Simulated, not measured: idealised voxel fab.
Name of the process module below: voxel ribs on slabs
Square cells of 5 nm make up the cross-section cut, whose width is 140 nm.
Cross-section format: a grid of square cells, given as bands from top to bottom; each band is one or more rows of cells.
Top height, bottom height, nm. Materials left to right, width each, nm. Single material + "all across" = fills band edge to edge. "blank" = empty.
Height reference: 0 = level under which incoming wafer is all one material. Lowest band: no bottom, runs on downward, e.g. "0 and below".
Width spec "30..40" -> top row of cells at first value, bottom row at second value, equal per-row change in between.
What does "identical to before" mean for a step? It means no cell of the cross-section changed in that step.
"Enclosed empty spaces" lists enclosed empty spaces (at least 8 cells, no open path upward to the top), each as width x height at distance from the left edge, in nm.
after a step's settings: what the simulator itself notes on the step
The line of a step may include "overlay nm". On a step with a mask, this value is how far to the right of its planned place the mask lay. A negative value means the mask lay to the left.

So here's the lineup of process steps we planned
1 op RECEIVE | material Si
2 op DIRECTIONAL_DEP | material SiO2 | thk nm 20
3 op DIRECTIONAL_DEP | material polySi | thk nm 20
4 op PATTERN | tone cover | mask id RIB | material resist | width nm 30 | thk nm 20 | overlay nm 0
5 op DIRECTIONAL_ETCH | etch materials polySi | depth nm 15
6 op STRIP | etch materials resist
7 op DIRECTIONAL_DEP | material aC | thk nm 15
8 op PATTERN | tone cover | mask id SLAB | material resist | width nm 60 | thk nm 35 | overlay nm 0
9 op DIRECTIONAL_ETCH | etch materials aC | depth nm 15
10 op STRIP | etch materials resist
11 op DIRECTIONAL_ETCH | etch materials polySi | depth nm 5
12 op STRIP | etch materials aC
13 op FILL_DEP | material SiO2 | thk nm 15
14 op CMP | height nm 50
15 op DIRECTIONAL_DEP | material TiN | thk nm 5
16 op MASKED_ETCH | tone cover | mask id HEATER | width nm 40 | etch materials TiN | depth nm 5 | overlay nm 0
17 op CONFORMAL_DEP | material SiO2 | thk nm 5

Incoming wafer in cross-section (state: after step 1)
> 0 and below = Si all across
> Enclosed empty spaces: none

Look at the cross-section after the module: the wafer started out the way shown above and the plan was the one shown above, yet one mistake was made along the way
> 60 down to 55 = blank (45)  SiO2 (50)  blank (45)
> 55 down to 50 = SiO2 (50)  TiN (40)  SiO2 (50)
> 50 down to 40 = SiO2 all across
> 40 down to 25 = SiO2 (60)  polySi (25)  SiO2 (55)
> 25 down to 20 = SiO2 (40)  polySi (60)  SiO2 (40)
> 20 down to 0 = SiO2 all across
> 0 and below = Si all across
> Enclosed empty spaces: none
Processing error: for step 4, the planned setting was not used; the step was instead run as op PATTERN | tone cover | mask id RIB | material resist | width nm 25 | thk nm 20 | overlay nm 0
